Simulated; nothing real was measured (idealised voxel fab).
process module | voxel wiring stack
cross-section cut | 185 nm wide | cells 5 nm
A cross-section is a grid of square cells, given in bands from the top down. A band is one or more rows of cells.
Each band's line starts with the height of the band's top and of its bottom, in nm. Then come its materials from left to right, each with its width in nm. One material with "throughout" fills the band from edge to edge. "air" is empty space.
Height 0 is the level under which the wafer as received is all one material. The lowest band goes on downwards, as in "0 down".
A width such as "30 to 40" changes by the same amount from each row of cells to the next, from the band's top row to its bottom row.
"no change" after a step means that no cell of the cross-section changed.
closed voids: empty space of 8 cells or more with no open way to the top, each as width x height at its distance from the left edge, in nm
after a step's settings: what the simulator itself notes on the step
overlay nm, on a step with a mask: how far to the right of its planned place the mask lay; to the left if negative
plan
1 op RECEIVE | material Si
2 op CONFORMAL_DEP | material SiO2 | thk nm 10
3 op CONFORMAL_DEP | material SiCN | thk nm 5
4 op DIRECTIONAL_DEP | material SiO2 | thk nm 20
5 op DIRECTIONAL_DEP | material aC | thk nm 15
6 op PATTERN | tone open | mask id METAL_1 | material resist | width nm 30 | pitch nm 50 | thk nm 35 | overlay nm 0
7 op DIRECTIONAL_ETCH | etch materials aC | depth nm 15
8 op STRIP | etch materials resist
9 op DIRECTIONAL_ETCH | etch materials SiO2 | depth nm 20
10 op DIRECTIONAL_ETCH | etch materials SiCN | depth nm 5
11 op STRIP | etch materials aC
12 op CONFORMAL_DEP | material TiN | thk nm 5
13 op FILL_DEP | material Ru | thk nm 5
14 op CMP | height nm 35
15 op CONFORMAL_DEP | material SiCN | thk nm 5
16 op DIRECTIONAL_DEP | material lowk | thk nm 35
17 op PATTERN | tone open | mask id METAL_2 | material resist | width nm 30 | pitch nm 50 | thk nm 20 | overlay nm 0
18 op DIRECTIONAL_ETCH | etch materials lowk | depth nm 20
19 op STRIP | etch materials resist
20 op PATTERN | tone open | mask id METAL_2_HOLES | material resist | width nm 15 | pitch nm 50 | thk nm 15 | overlay nm 0
21 op DIRECTIONAL_ETCH | etch materials lowk | depth nm 15
22 op DIRECTIONAL_ETCH | etch materials SiCN | depth nm 5
23 op STRIP | etch materials resist
24 op CONFORMAL_DEP | material TiN | thk nm 5
25 op FILL_DEP | material Cu | thk nm 5
26 op CMP | height nm 75
27 op CONFORMAL_DEP | material SiN | thk nm 5
first wafer, as planned
as received, after step 1
  0 down: Si throughout
  closed voids: none
after step 2
  10 to 0: SiO2 throughout
  below 0: unchanged
after step 3
  15 to 10: SiCN throughout
  below 10: unchanged
after step 4
  35 to 15: SiO2 throughout
  below 15: unchanged
after step 5
  50 to 35: aC throughout
  below 35: unchanged
after step 6
  85 to 50: resist 50 | air 30 | resist 20 | air 30 | resist 55
  below 50: unchanged
after step 7
  70 to 50: resist 50 | air 30 | resist 20 | air 30 | resist 55
  50 to 35: aC 50 | air 30 | aC 20 | air 30 | aC 55
  below 35: unchanged
after step 8
  50 to 35: aC 50 | air 30 | aC 20 | air 30 | aC 55
  below 35: unchanged
after step 9
  50 to 35: aC 50 | air 30 | aC 20 | air 30 | aC 55
  35 to 15: SiO2 50 | air 30 | SiO2 20 | air 30 | SiO2 55
  below 15: unchanged
after step 10
  50 to 35: aC 50 | air 30 | aC 20 | air 30 | aC 55
  35 to 15: SiO2 50 | air 30 | SiO2 20 | air 30 | SiO2 55
  15 to 10: SiCN 50 | air 30 | SiCN 20 | air 30 | SiCN 55
  below 10: unchanged
after step 11
  35 to 15: SiO2 50 | air 30 | SiO2 20 | air 30 | SiO2 55
  below 15: unchanged
after step 12
  40 to 35: TiN 55 | air 20 | TiN 30 | air 20 | TiN 60
  35 to 15: SiO2 50 | TiN 5 | air 20 | TiN 5 | SiO2 20 | TiN 5 | air 20 | TiN 5 | SiO2 55
  15 to 10: SiCN 50 | TiN 30 | SiCN 20 | TiN 30 | SiCN 55
  below 10: unchanged
after step 13
  45 to 40: Ru throughout
  40 to 35: TiN 55 | Ru 20 | TiN 30 | Ru 20 | TiN 60
  35 to 15: SiO2 50 | TiN 5 | Ru 20 | TiN 5 | SiO2 20 | TiN 5 | Ru 20 | TiN 5 | SiO2 55
  below 15: unchanged
after step 14
  35 to 15: SiO2 50 | TiN 5 | Ru 20 | TiN 5 | SiO2 20 | TiN 5 | Ru 20 | TiN 5 | SiO2 55
  below 15: unchanged
after step 15
  40 to 35: SiCN throughout
  below 35: unchanged
after step 16
  75 to 40: lowk throughout
  below 40: unchanged
after step 17
  95 to 75: resist 50 | air 30 | resist 20 | air 30 | resist 55
  below 75: unchanged
after step 18
  95 to 75: resist 50 | air 30 | resist 20 | air 30 | resist 55
  75 to 55: lowk 50 | air 30 | lowk 20 | air 30 | lowk 55
  below 55: unchanged
after step 19
  75 to 55: lowk 50 | air 30 | lowk 20 | air 30 | lowk 55
  below 55: unchanged
after step 20
  90 to 75: resist 50 | air 15 | resist 35 | air 15 | resist 70
  75 to 55: lowk 50 | air 15 | resist 15 | lowk 20 | air 15 | resist 15 | lowk 55
  below 55: unchanged
after step 21
  90 to 75: resist 50 | air 15 | resist 35 | air 15 | resist 70
  75 to 55: lowk 50 | air 15 | resist 15 | lowk 20 | air 15 | resist 15 | lowk 55
  55 to 40: lowk 50 | air 15 | lowk 35 | air 15 | lowk 70
  below 40: unchanged
after step 22
  90 to 75: resist 50 | air 15 | resist 35 | air 15 | resist 70
  75 to 55: lowk 50 | air 15 | resist 15 | lowk 20 | air 15 | resist 15 | lowk 55
  55 to 40: lowk 50 | air 15 | lowk 35 | air 15 | lowk 70
  40 to 35: SiCN 50 | air 15 | SiCN 35 | air 15 | SiCN 70
  below 35: unchanged
after step 23
  75 to 55: lowk 50 | air 30 | lowk 20 | air 30 | lowk 55
  below 55: unchanged
after step 24
  80 to 75: TiN 55 | air 20 | TiN 30 | air 20 | TiN 60
  75 to 60: lowk 50 | TiN 5 | air 20 | TiN 5 | lowk 20 | TiN 5 | air 20 | TiN 5 | lowk 55
  60 to 55: lowk 50 | TiN 5 | air 5 | TiN 20 | lowk 20 | TiN 5 | air 5 | TiN 20 | lowk 55
  55 to 40: lowk 50 | TiN 5 | air 5 | TiN 5 | lowk 35 | TiN 5 | air 5 | TiN 5 | lowk 70
  40 to 35: SiCN 50 | TiN 15 | SiCN 35 | TiN 15 | SiCN 70
  below 35: unchanged
after step 25
  85 to 80: Cu throughout
  80 to 75: TiN 55 | Cu 20 | TiN 30 | Cu 20 | TiN 60
  75 to 60: lowk 50 | TiN 5 | Cu 20 | TiN 5 | lowk 20 | TiN 5 | Cu 20 | TiN 5 | lowk 55
  60 to 55: lowk 50 | TiN 5 | Cu 5 | TiN 20 | lowk 20 | TiN 5 | Cu 5 | TiN 20 | lowk 55
  55 to 40: lowk 50 | TiN 5 | Cu 5 | TiN 5 | lowk 35 | TiN 5 | Cu 5 | TiN 5 | lowk 70
  below 40: unchanged
after step 26
  75 to 60: lowk 50 | TiN 5 | Cu 20 | TiN 5 | lowk 20 | TiN 5 | Cu 20 | TiN 5 | lowk 55
  below 60: unchanged
after step 27
  80 to 75: SiN throughout
  below 75: unchanged
second wafer: like start, like plan, one mistake. Through step 26 it matches the first wafer
when step 27 should have ended
  80 to 75: SiO2 throughout
  below 75: unchanged
what went wrong: step 27 ran as: op CONFORMAL_DEP | material SiO2 | thk nm 5
at the end the second wafer has, in cells: 37 fewer of SiN | 37 more of SiO2
